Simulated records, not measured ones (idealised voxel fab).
process module | voxel wiring stack
cross-section cut | 250 nm wide | cells 5 nm
A cross-section is a grid of square cells, given in bands from the top down. A band is one or more rows of cells.
Each band's line starts with the height of the band's top and of its bottom, in nm. Then come its materials from left to right, each with its width in nm. One material with "throughout" fills the band from edge to edge. "air" is empty space.
Height 0 is the level under which the wafer as received is all one material. The lowest band goes on downwards, as in "0 down".
A width such as "30 to 40" changes by the same amount from each row of cells to the next, from the band's top row to its bottom row.
"no change" after a step means that no cell of the cross-section changed.
closed voids: empty space of 8 cells or more with no open way to the top, each as width x height at its distance from the left edge, in nm
after a step's settings: what the simulator itself notes on the step
overlay nm, on a step with a mask: how far to the right of its planned place the mask lay; to the left if negative
plan
1 op RECEIVE | material Si
2 op CONFORMAL_DEP | material SiO2 | thk nm 10
3 op DIRECTIONAL_DEP | material TiN | thk nm 5
4 op DIRECTIONAL_DEP | material Ru | thk nm 15
5 op DIRECTIONAL_DEP | material aC | thk nm 10
6 op PATTERN | tone cover | mask id METAL_1 | material resist | width nm 30 | pitch nm 50 | thk nm 25 | overlay nm 0
7 op DIRECTIONAL_ETCH | etch materials aC | depth nm 10
8 op STRIP | etch materials resist
9 op DIRECTIONAL_ETCH | etch materials Ru | depth nm 15
10 op DIRECTIONAL_ETCH | etch materials TiN | depth nm 5
11 op STRIP | etch materials aC
12 op FILL_DEP | material SiO2 | thk nm 5
13 op CMP | height nm 30
14 op CONFORMAL_DEP | material SiCN | thk nm 5
15 op DIRECTIONAL_DEP | material lowk | thk nm 30
16 op MASKED_ETCH | tone open | mask id METAL_2 | width nm 30 | pitch nm 50 | etch materials lowk | depth nm 20 | overlay nm 0
17 op MASKED_ETCH | tone open | mask id METAL_2_HOLES | width nm 15 | pitch nm 100 | etch materials lowk | depth nm 10 | overlay nm 0
18 op MASKED_ETCH | tone open | mask id METAL_2_HOLES | width nm 15 | pitch nm 100 | etch materials SiCN | depth nm 5 | overlay nm 0
19 op CONFORMAL_DEP | material TiN | thk nm 5
20 op FILL_DEP | material Ru | thk nm 5
21 op CMP | height nm 65
22 op CONFORMAL_DEP | material SiCN | thk nm 5
23 op DIRECTIONAL_DEP | material lowk | thk nm 10
24 op PATTERN | tone open | mask id PLUG_2 | material resist | width nm 15 | pitch nm 50 | thk nm 20 | overlay nm 0
25 op DIRECTIONAL_ETCH | etch materials lowk | depth nm 10
26 op DIRECTIONAL_ETCH | etch materials SiCN | depth nm 5
27 op STRIP | etch materials resist
28 op EPI | material Ru | thk nm 10
29 op EPI | material Ru | thk nm 5
30 op CONFORMAL_DEP | material SiCN | thk nm 5
31 op DIRECTIONAL_DEP | material SiO2 | thk nm 15
32 op PATTERN | tone open | mask id METAL_3 | material resist | width nm 30 | pitch nm 50 | thk nm 15 | overlay nm 0
33 op DIRECTIONAL_ETCH | etch materials SiO2 | depth nm 25
34 op DIRECTIONAL_ETCH | etch materials SiCN | depth nm 5
35 op STRIP | etch materials resist
36 op CONFORMAL_DEP | material TiN | thk nm 5
37 op FILL_DEP | material Ru | thk nm 5
38 op CMP | height nm 110
39 op CONFORMAL_DEP | material SiN | thk nm 5
varied across the wafers: thk nm of step 31. The plan shows the first wafer's value. All wafers start alike
first wafer as received, after step 1
  0 down: Si throughout
  closed voids: none
first wafer at the end, after step 39
  115 to 110: SiN throughout
  110 to 105: Ru throughout
  105 to 100: TiN 65 | Ru 20 | TiN 30 | Ru 20 | TiN 30 | Ru 20 | TiN 65
  100 to 85: SiO2 60 | TiN 5 | Ru 20 | TiN 5 | SiO2 20 | TiN 5 | Ru 20 | TiN 5 | SiO2 20 | TiN 5 | Ru 20 | TiN 5 | SiO2 60
  85 to 80: SiCN 60 | TiN 30 | SiCN 20 | TiN 30 | SiCN 20 | TiN 30 | SiCN 60
  80 to 70: lowk 60 | Ru 15 | lowk 35 | Ru 15 | lowk 35 | Ru 15 | lowk 75
  70 to 65: SiCN 60 | Ru 15 | SiCN 35 | Ru 15 | SiCN 35 | Ru 15 | SiCN 75
  65 to 50: lowk 60 | TiN 5 | Ru 20 | TiN 5 | lowk 20 | TiN 5 | Ru 20 | TiN 5 | lowk 20 | TiN 5 | Ru 20 | TiN 5 | lowk 60
  50 to 45: lowk 60 | TiN 5 | Ru 5 | TiN 20 | lowk 20 | TiN 30 | lowk 20 | TiN 5 | Ru 5 | TiN 20 | lowk 60
  45 to 35: lowk 60 | TiN 5 | Ru 5 | TiN 5 | lowk 85 | TiN 5 | Ru 5 | TiN 5 | lowk 75
  35 to 30: SiCN 60 | TiN 15 | SiCN 85 | TiN 15 | SiCN 75
  30 to 15: SiO2 60 | Ru 30 | SiO2 20 | Ru 30 | SiO2 20 | Ru 30 | SiO2 60
  15 to 10: SiO2 60 | TiN 30 | SiO2 20 | TiN 30 | SiO2 20 | TiN 30 | SiO2 60
  10 to 0: SiO2 throughout
  0 down: Si throughout
  closed voids: none
last wafer at the end
  115 to 110: SiN throughout
  110 to 105: SiO2 60 | TiN 5 | Ru 20 | TiN 5 | SiO2 20 | TiN 5 | Ru 20 | TiN 5 | SiO2 20 | TiN 5 | Ru 20 | TiN 5 | SiO2 60
  105 to 100: SiO2 60 | TiN 30 | SiO2 20 | TiN 30 | SiO2 20 | TiN 30 | SiO2 60
  100 to 85: SiO2 throughout
  85 to 80: SiCN throughout
  80 to 70: lowk 60 | Ru 15 | lowk 35 | Ru 15 | lowk 35 | Ru 15 | lowk 75
  70 to 65: SiCN 60 | Ru 15 | SiCN 35 | Ru 15 | SiCN 35 | Ru 15 | SiCN 75
  65 to 50: lowk 60 | TiN 5 | Ru 20 | TiN 5 | lowk 20 | TiN 5 | Ru 20 | TiN 5 | lowk 20 | TiN 5 | Ru 20 | TiN 5 | lowk 60
  50 to 45: lowk 60 | TiN 5 | Ru 5 | TiN 20 | lowk 20 | TiN 30 | lowk 20 | TiN 5 | Ru 5 | TiN 20 | lowk 60
  45 to 35: lowk 60 | TiN 5 | Ru 5 | TiN 5 | lowk 85 | TiN 5 | Ru 5 | TiN 5 | lowk 75
  35 to 30: SiCN 60 | TiN 15 | SiCN 85 | TiN 15 | SiCN 75
  30 to 15: SiO2 60 | Ru 30 | SiO2 20 | Ru 30 | SiO2 20 | Ru 30 | SiO2 60
  15 to 10: SiO2 60 | TiN 30 | SiO2 20 | TiN 30 | SiO2 20 | TiN 30 | SiO2 60
  10 to 0: SiO2 throughout
  0 down: Si throughout
  closed voids: none
each wafer at the end: cells of each material gained (+) or lost (-) since it was received, then its closed voids
thk nm 15 | +221 Ru | +117 SiCN | +50 SiN | +324 SiO2 | +140 TiN | +298 lowk | closed voids: none
thk nm 20 | +183 Ru | +117 SiCN | +50 SiN | +356 SiO2 | +146 TiN | +298 lowk | closed voids: none
thk nm 25 | +183 Ru | +117 SiCN | +50 SiN | +388 SiO2 | +114 TiN | +298 lowk | closed voids: none
thk nm 30 | +159 Ru | +135 SiCN | +50 SiN | +406 SiO2 | +102 TiN | +298 lowk | closed voids: none
thk nm 35 | +147 Ru | +135 SiCN | +50 SiN | +424 SiO2 | +96 TiN | +298 lowk | closed voids: none
thk nm 40 | +135 Ru | +135 SiCN | +50 SiN | +442 SiO2 | +90 TiN | +298 lowk | closed voids: none
